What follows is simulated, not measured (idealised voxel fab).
process module | voxel fin reveal
cross-section cut | 180 nm wide | cells 5 nm
A cross-section is a grid of square cells, given in bands from the top down. A band is one or more rows of cells.
Each band's line starts with the height of the band's top and of its bottom, in nm. Then come its materials from left to right, each with its width in nm. One material with "throughout" fills the band from edge to edge. "air" is empty space.
Height 0 is the level under which the wafer as received is all one material. The lowest band goes on downwards, as in "0 down".
A width such as "30 to 40" changes by the same amount from each row of cells to the next, from the band's top row to its bottom row.
"no change" after a step means that no cell of the cross-section changed.
closed voids: empty space of 8 cells or more with no open way to the top, each as width x height at its distance from the left edge, in nm
after a step's settings: what the simulator itself notes on the step
overlay nm, on a step with a mask: how far to the right of its planned place the mask lay; to the left if negative
plan
1 op RECEIVE | material Si
2 op CONFORMAL_DEP | material SiN | thk nm 10
3 op MASKED_ETCH | tone cover | mask id FINS | width nm 15 | pitch nm 40 | etch materials SiN | depth nm 10 | overlay nm 0
4 op MASKED_ETCH | tone cover | mask id FINS | width nm 15 | pitch nm 40 | etch materials Si | depth nm 30 | overlay nm 0
5 op FILL_DEP | material SiO2 | thk nm 5
6 op CMP | height nm 10
7 op SELECTIVE_ETCH | etch materials SiO2 | depth nm 25
8 op STRIP | etch materials SiN
as received, after step 1
  0 down: Si throughout
  closed voids: none
first wafer at the end, as planned
  0 to -15: air 60 | Si 15 | air 25 | Si 15 | air 65
  -15 to -30: SiO2 60 | Si 15 | SiO2 25 | Si 15 | SiO2 65
  -30 down: Si throughout
  closed voids: none
second wafer at the end: like start, like plan, one mistake
  0 to -15: air 60 | Si 15 | air 25 | Si 15 | air 65
  -15 to -60: SiO2 60 | Si 15 | SiO2 25 | Si 15 | SiO2 65
  -60 down: Si throughout
  closed voids: none
what went wrong: step 4 was run twice
at the end the second wafer has, in cells: 180 fewer of Si | 180 more of SiO2
